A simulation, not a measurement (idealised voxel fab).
process module | voxel ribs on slabs
cross-section cut | 240 nm wide | cells 5 nm
A cross-section is a grid of square cells, given in bands from the top down. A band is one or more rows of cells.
Each band's line starts with the height of the band's top and of its bottom, in nm. Then come its materials from left to right, each with its width in nm. One material with "throughout" fills the band from edge to edge. "air" is empty space.
Height 0 is the level under which the wafer as received is all one material. The lowest band goes on downwards, as in "0 down".
A width such as "30 to 40" changes by the same amount from each row of cells to the next, from the band's top row to its bottom row.
"no change" after a step means that no cell of the cross-section changed.
closed voids: empty space of 8 cells or more with no open way to the top, each as width x height at its distance from the left edge, in nm
after a step's settings: what the simulator itself notes on the step
overlay nm, on a step with a mask: how far to the right of its planned place the mask lay; to the left if negative
plan
1 op RECEIVE | material Si
2 op DIRECTIONAL_DEP | material SiO2 | thk nm 25
3 op DIRECTIONAL_DEP | material polySi | thk nm 20
4 op PATTERN | tone cover | mask id RIB | material resist | width nm 30 | thk nm 20 | overlay nm 0
5 op DIRECTIONAL_ETCH | etch materials polySi | depth nm 5
6 op STRIP | etch materials resist
7 op DIRECTIONAL_DEP | material aC | thk nm 15
8 op PATTERN | tone cover | mask id SLAB | material resist | width nm 60 | thk nm 35 | overlay nm 0
9 op DIRECTIONAL_ETCH | etch materials aC | depth nm 15
10 op STRIP | etch materials resist
11 op DIRECTIONAL_ETCH | etch materials polySi | depth nm 15
12 op STRIP | etch materials aC
13 op FILL_DEP | material SiO2 | thk nm 30
14 op CMP | height nm 65
15 op DIRECTIONAL_DEP | material TiN | thk nm 5
16 op MASKED_ETCH | tone cover | mask id HEATER | width nm 40 | etch materials TiN | depth nm 5 | overlay nm 0
17 op CONFORMAL_DEP | material SiN | thk nm 5
first wafer, as planned
as received, after step 1
  0 down: Si throughout
  closed voids: none
after step 2
  25 to 0: SiO2 throughout
  below 0: unchanged
after step 3
  45 to 25: polySi throughout
  below 25: unchanged
after step 4
  65 to 45: air 105 | resist 30 | air 105
  below 45: unchanged
after step 5
  65 to 45: air 105 | resist 30 | air 105
  45 to 40: air 105 | polySi 30 | air 105
  below 40: unchanged
after step 6
  45 to 40: air 105 | polySi 30 | air 105
  below 40: unchanged
after step 7
  60 to 55: air 105 | aC 30 | air 105
  55 to 45: aC throughout
  45 to 40: aC 105 | polySi 30 | aC 105
  below 40: unchanged
after step 8
  95 to 60: air 90 | resist 60 | air 90
  60 to 55: air 90 | resist 15 | aC 30 | resist 15 | air 90
  below 55: unchanged
after step 9
  80 to 60: air 90 | resist 60 | air 90
  60 to 55: air 90 | resist 15 | aC 30 | resist 15 | air 90
  55 to 45: air 90 | aC 60 | air 90
  45 to 40: air 90 | aC 15 | polySi 30 | aC 15 | air 90
  below 40: unchanged
after step 10
  60 to 55: air 105 | aC 30 | air 105
  below 55: unchanged
after step 11
  60 to 55: air 105 | aC 30 | air 105
  55 to 45: air 90 | aC 60 | air 90
  45 to 40: air 90 | aC 15 | polySi 30 | aC 15 | air 90
  40 to 25: air 90 | polySi 60 | air 90
  below 25: unchanged
after step 12
  45 to 40: air 105 | polySi 30 | air 105
  below 40: unchanged
after step 13
  75 to 45: SiO2 throughout
  45 to 40: SiO2 105 | polySi 30 | SiO2 105
  40 to 25: SiO2 90 | polySi 60 | SiO2 90
  below 25: unchanged
after step 14
  65 to 45: SiO2 throughout
  below 45: unchanged
after step 15
  70 to 65: TiN throughout
  below 65: unchanged
after step 16
  70 to 65: air 100 | TiN 40 | air 100
  below 65: unchanged
after step 17
  75 to 70: air 95 | SiN 50 | air 95
  70 to 65: SiN 100 | TiN 40 | SiN 100
  below 65: unchanged
second wafer: like start, like plan, one mistake. Through step 7 it matches the first wafer
when step 8 should have ended
  95 to 60: air 90 | resist 65 | air 85
  60 to 55: air 90 | resist 15 | aC 30 | resist 20 | air 85
  below 55: unchanged
when step 9 should have ended
  80 to 60: air 90 | resist 65 | air 85
  60 to 55: air 90 | resist 15 | aC 30 | resist 20 | air 85
  55 to 45: air 90 | aC 65 | air 85
  45 to 40: air 90 | aC 15 | polySi 30 | aC 20 | air 85
  below 40: unchanged
when step 10 should have ended
  60 to 55: air 105 | aC 30 | air 105
  below 55: unchanged
when step 11 should have ended
  60 to 55: air 105 | aC 30 | air 105
  55 to 45: air 90 | aC 65 | air 85
  45 to 40: air 90 | aC 15 | polySi 30 | aC 20 | air 85
  40 to 25: air 90 | polySi 65 | air 85
  below 25: unchanged
when step 12 should have ended
  45 to 40: air 105 | polySi 30 | air 105
  below 40: unchanged
when step 13 should have ended
  75 to 45: SiO2 throughout
  45 to 40: SiO2 105 | polySi 30 | SiO2 105
  40 to 25: SiO2 90 | polySi 65 | SiO2 85
  below 25: unchanged
when step 14 should have ended
  65 to 45: SiO2 throughout
  below 45: unchanged
when step 15 should have ended
  70 to 65: TiN throughout
  below 65: unchanged
when step 16 should have ended
  70 to 65: air 100 | TiN 40 | air 100
  below 65: unchanged
when step 17 should have ended
  75 to 70: air 95 | SiN 50 | air 95
  70 to 65: SiN 100 | TiN 40 | SiN 100
  below 65: unchanged
what went wrong: step 8 ran as: op PATTERN | tone cover | mask id SLAB | material resist | width nm 65 | thk nm 35 | overlay nm 0
at the end the second wafer has, in cells: 3 fewer of SiO2 | 3 more of polySi
